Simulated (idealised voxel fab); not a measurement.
Presented below is a process module, voxel self aligned vias.
The cross-section on display is named cut; it measures 245 nm wide, and its cells are 5 nm squares.
Notation: cross-section as square-cell grid; stated in bands, top first, going down; one or more cell rows per band. The entry gives the band's vertical extent as a top height and a bottom height in nm, then its horizontal make-up as materials from left to right, each with a width in nm. "empty" stands for empty space; a single material marked "all across" fills the band edge to edge. Ref level 0: as-received wafer is one material below here. Bottom band extends down with no lower bound ("0 down"). Width spec "30->40" -> top row of cells at first value, bottom row at second value, equal per-row change in between. Given "everything unchanged" for a step, no cell of the cross-section differs between before and after that step. Under "Voids, fully enclosed" you'll find the enclosed gaps, the ones with no way out to the top, that are 8 cells or bigger; each reads width x height at distance, with distance counted from the left edge, everything in nm. Step line, after settings: the simulator's comment on this step. On any step carrying a mask, the "overlay nm" setting, if present on the step's line, tells how far right of its planned place the mask lay; negative values point to the left.
-- Set out below are the planned steps of the process
- 1: RECEIVE [material Si]
- 2: CONFORMAL_DEP [material SiO2] [thk nm 15]
- 3: CONFORMAL_DEP [material SiCN] [thk nm 5]
- 4: DIRECTIONAL_DEP [material lowk] [thk nm 25]
- 5: DIRECTIONAL_DEP [material aC] [thk nm 15]
- 6: PATTERN [tone open] [mask id LINES] [material resist] [width nm 15] [pitch nm 70] [thk nm 30] [overlay nm 0]
- 7: DIRECTIONAL_ETCH [etch materials aC] [depth nm 15]
- 8: STRIP [etch materials resist]
- 9: DIRECTIONAL_ETCH [etch materials lowk] [depth nm 25]
- 10: STRIP [etch materials aC]
- 11: CONFORMAL_DEP [material TiN] [thk nm 5]
- 12: FILL_DEP [material W] [thk nm 10]
- 13: CMP [height nm 45]
- 14: SELECTIVE_ETCH [etch materials W Ru TiN] [depth nm 10]
- 15: FILL_DEP [material SiN] [thk nm 5]
- 16: CMP [height nm 45]
- 17: DIRECTIONAL_DEP [material lowk] [thk nm 20]
- 18: DIRECTIONAL_DEP [material aC] [thk nm 15]
- 19: PATTERN [tone open] [mask id VIAS] [material resist] [width nm 40] [pitch nm 70] [thk nm 35] [overlay nm 0]
- 20: DIRECTIONAL_ETCH [etch materials aC] [depth nm 15]
- 21: STRIP [etch materials resist]
- 22: DIRECTIONAL_ETCH [etch materials lowk] [depth nm 20]
- 23: DIRECTIONAL_ETCH [etch materials SiN] [depth nm 10]
- 24: STRIP [etch materials aC]
- 25: CONFORMAL_DEP [material TiN] [thk nm 5]
- 26: FILL_DEP [material Cu] [thk nm 5]
- 27: CMP [height nm 65]
- 28: CONFORMAL_DEP [material SiCN] [thk nm 5]
Wafers differ in width nm at step 6; plan lists the first wafer's value; identical starting state.
-- The first of several wafers in cross-section, exactly as it reached us after step 1
	0 down | Si all across
	Voids, fully enclosed: none
-- Here's the first of several wafers in cross-section, end of the module, after the last step, step 28
	70 to 65 | SiCN all across
	65 to 50 | 30 nm lowk | 5 nm TiN | 30 nm Cu | 5 nm TiN | 30 nm lowk | 5 nm TiN | 30 nm Cu | 5 nm TiN | 30 nm lowk | 5 nm TiN | 30 nm Cu | 5 nm TiN | 35 nm lowk
	50 to 40 | 30->45 nm lowk | 20->5 nm TiN | 5 nm Cu | 15->5 nm TiN | 30->55 nm lowk | 20->5 nm TiN | 5 nm Cu | 15->5 nm TiN | 30->55 nm lowk | 20->5 nm TiN | 5 nm Cu | 15->5 nm TiN | 35->45 nm lowk
	40 to 35 | 45 nm lowk | 15 nm TiN | 55 nm lowk | 15 nm TiN | 55 nm lowk | 15 nm TiN | 45 nm lowk
	35 to 25 | 45 nm lowk | 5 nm TiN | 5 nm W | 5 nm TiN | 55 nm lowk | 5 nm TiN | 5 nm W | 5 nm TiN | 55 nm lowk | 5 nm TiN | 5 nm W | 5 nm TiN | 45 nm lowk
	25 to 20 | 45 nm lowk | 15 nm TiN | 55 nm lowk | 15 nm TiN | 55 nm lowk | 15 nm TiN | 45 nm lowk
	20 to 15 | SiCN all across
	15 to 0 | SiO2 all across
	0 down | Si all across
	Voids, fully enclosed: none
-- Module end, final wafer: cross-section
	70 to 65 | SiCN all across
	65 to 50 | 30 nm lowk | 5 nm TiN | 30 nm Cu | 5 nm TiN | 30 nm lowk | 5 nm TiN | 30 nm Cu | 5 nm TiN | 30 nm lowk | 5 nm TiN | 30 nm Cu | 5 nm TiN | 35 nm lowk
	50 to 40 | 30->35 nm lowk | 10->5 nm TiN | 25 nm Cu | 5 nm TiN | 30->35 nm lowk | 10->5 nm TiN | 25 nm Cu | 5 nm TiN | 30->35 nm lowk | 10->5 nm TiN | 25 nm Cu | 5 nm TiN | 35 nm lowk
	40 to 35 | 35 nm lowk | 35 nm TiN | 35 nm lowk | 35 nm TiN | 35 nm lowk | 35 nm TiN | 35 nm lowk
	35 to 25 | 35 nm lowk | 5 nm TiN | 25 nm W | 5 nm TiN | 35 nm lowk | 5 nm TiN | 25 nm W | 5 nm TiN | 35 nm lowk | 5 nm TiN | 25 nm W | 5 nm TiN | 35 nm lowk
	25 to 20 | 35 nm lowk | 35 nm TiN | 35 nm lowk | 35 nm TiN | 35 nm lowk | 35 nm TiN | 35 nm lowk
	20 to 15 | SiCN all across
	15 to 0 | SiO2 all across
	0 down | Si all across
	Voids, fully enclosed: none
-- Tabulated below, wafer by wafer, are the end-of-module results: for each material, the number of cells gained (+) or lost (-) relative to the as-received state, followed by the closed voids
width nm 15, +60 Cu, +98 SiCN, +147 SiO2, +75 TiN, +6 W, +300 lowk, Voids, fully enclosed: none
width nm 20, +66 Cu, +98 SiCN, +147 SiO2, +78 TiN, +12 W, +285 lowk, Voids, fully enclosed: none
width nm 25, +72 Cu, +98 SiCN, +147 SiO2, +81 TiN, +18 W, +270 lowk, Voids, fully enclosed: none
width nm 30, +78 Cu, +98 SiCN, +147 SiO2, +84 TiN, +24 W, +255 lowk, Voids, fully enclosed: none
width nm 35, +84 Cu, +98 SiCN, +147 SiO2, +87 TiN, +30 W, +240 lowk, Voids, fully enclosed: none
